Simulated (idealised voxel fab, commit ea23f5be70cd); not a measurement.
The process module presented herein is designated voxel capacitor over wiring.
Cross-section cut spans 260 nm and uses square cells 5 nm in size.
Just so we're on the same page, the cross-sections are grids of square cells, and they're listed out in bands top to bottom, each band one or more rows deep. Top, bottom (nm), then materials left to right with widths (nm); lone material tagged "throughout" fills the whole band edge to edge; "air" = empty space. Counting heights begins at 0, where everything beneath is, in the wafer as received, one material. The lowest band has no bottom; it goes on downwards, as "0 nm and below" shows. Width: "30->40" (first number = top row, second number = bottom row, same change from row to row of cells). Step marked "all unchanged"? Then no cell in the cross-section changed in it. "Voids, sealed" specifies each empty space that is not open to the top and that occupies no fewer than 8 cells, using the form width x height at distance, the distance measured from the left edge and all three quantities in nm. What comes after the settings on a step's line is commentary from the simulator itself on that step. overlay nm, on a step with a mask: how far to the right of its planned place the mask lay; to the left if negative.
Process steps - plan
1) RECEIVE (material Si)
2) CONFORMAL_DEP (material SiO2; thk nm 15)
3) CONFORMAL_DEP (material SiCN; thk nm 5)
4) DIRECTIONAL_DEP (material lowk; thk nm 25)
5) DIRECTIONAL_DEP (material aC; thk nm 10)
6) PATTERN (tone open; mask id METAL_1; material resist; width nm 20; pitch nm 80; thk nm 30; overlay nm 0)
7) DIRECTIONAL_ETCH (etch materials aC; depth nm 10)
8) STRIP (etch materials resist)
9) DIRECTIONAL_ETCH (etch materials lowk; depth nm 25)
10) DIRECTIONAL_ETCH (etch materials SiCN; depth nm 5)
11) STRIP (etch materials aC)
12) CONFORMAL_DEP (material TiN; thk nm 5)
13) FILL_DEP (material Ru; thk nm 5)
14) CMP (height nm 45)
15) EPI (material Ru; thk nm 5)
16) FILL_DEP (material SiCN; thk nm 5)
17) DIRECTIONAL_DEP (material SiO2; thk nm 20)
18) MASKED_ETCH (tone open; mask id PLUG_1; width nm 15; etch materials SiO2; depth nm 20; overlay nm 0)
19) MASKED_ETCH (tone open; mask id PLUG_1; width nm 15; etch materials SiCN; depth nm 5; overlay nm 0)
20) CONFORMAL_DEP (material TiN; thk nm 5)
21) FILL_DEP (material W; thk nm 10)
22) CMP (height nm 75)
23) DIRECTIONAL_DEP (material TiN; thk nm 5)
24) DIRECTIONAL_DEP (material Al2O3; thk nm 5)
25) DIRECTIONAL_DEP (material TiN; thk nm 10)
26) PATTERN (tone cover; mask id UPPER_PLATE; material resist; width nm 65; thk nm 15; overlay nm 0)
27) DIRECTIONAL_ETCH (etch materials TiN; depth nm 10)
28) DIRECTIONAL_ETCH (etch materials Al2O3; depth nm 5)
29) STRIP (etch materials resist)
30) PATTERN (tone cover; mask id LOWER_PLATE; material resist; width nm 75; thk nm 15; overlay nm 0)
31) DIRECTIONAL_ETCH (etch materials TiN; depth nm 5)
32) STRIP (etch materials resist)
33) FILL_DEP (material SiO2; thk nm 20)
34) CMP (height nm 110)
35) PATTERN (tone open; mask id PLUG_2; material resist; width nm 15; thk nm 15; overlay nm 0)
36) DIRECTIONAL_ETCH (etch materials SiO2; depth nm 15)
37) STRIP (etch materials resist)
38) CONFORMAL_DEP (material TiN; thk nm 5)
39) FILL_DEP (material Ru; thk nm 10)
40) CMP (height nm 110)
41) CONFORMAL_DEP (material SiCN; thk nm 5)
Wafer as received: cross-section following step 1
  0 nm and below = Si throughout
  Voids, sealed: none
Run as planned - first of the two wafers cross-sectioned at the end of the module
  115 nm to 110 nm = SiCN throughout
  110 nm to 100 nm = SiO2=95  TiN=5  Ru=5  TiN=5  SiO2=150
  100 nm to 95 nm = SiO2=95  TiN=15  SiO2=150
  95 nm to 85 nm = SiO2=85  TiN=65  SiO2=110
  85 nm to 80 nm = SiO2=85  Al2O3=65  SiO2=110
  80 nm to 75 nm = SiO2=80  TiN=75  SiO2=105
  75 nm to 55 nm = SiO2=85  TiN=5  W=5  TiN=5  SiO2=160
  55 nm to 50 nm = SiCN=85  TiN=15  SiCN=160
  50 nm to 45 nm = SiCN=75  Ru=30  SiCN=50  Ru=30  SiCN=75
  45 nm to 20 nm = lowk=80  TiN=5  Ru=10  TiN=5  lowk=60  TiN=5  Ru=10  TiN=5  lowk=80
  20 nm to 15 nm = SiCN=80  TiN=20  SiCN=60  TiN=20  SiCN=80
  15 nm to 0 nm = SiO2 throughout
  0 nm and below = Si throughout
  Voids, sealed: none
This cross-section belongs to the second wafer of two at the end of the module; the start and the plan were shared with the first, and the run included one mistake
  115 nm to 110 nm = SiCN throughout
  110 nm to 100 nm = SiO2=95  TiN=5  Ru=5  TiN=5  SiO2=150
  100 nm to 95 nm = SiO2=95  TiN=15  SiO2=150
  95 nm to 85 nm = SiO2=85  TiN=65  SiO2=110
  85 nm to 80 nm = SiO2=85  Al2O3=65  SiO2=110
  80 nm to 75 nm = SiO2=80  TiN=75  SiO2=105
  75 nm to 60 nm = SiO2=85  TiN=5  W=5  TiN=5  SiO2=160
  60 nm to 55 nm = SiO2=85  TiN=15  SiO2=160
  55 nm to 50 nm = SiCN=90  TiN=10  SiCN=160
  50 nm to 45 nm = SiCN=75  Ru=30  SiCN=50  Ru=30  SiCN=75
  45 nm to 20 nm = lowk=80  TiN=5  Ru=10  TiN=5  lowk=60  TiN=5  Ru=10  TiN=5  lowk=80
  20 nm to 15 nm = SiCN=80  TiN=20  SiCN=60  TiN=20  SiCN=80
  15 nm to 0 nm = SiO2 throughout
  0 nm and below = Si throughout
  Voids, sealed: none
What broke from the plan during processing? step 19 was not run as planned; what actually ran was MASKED_ETCH (tone open; mask id PLUG_1; width nm 15; etch materials SiCN; depth nm 5; overlay nm 5)
Count the cells at the end and the second wafer has more or fewer of some materials than the first: +1 SiCN | -1 W
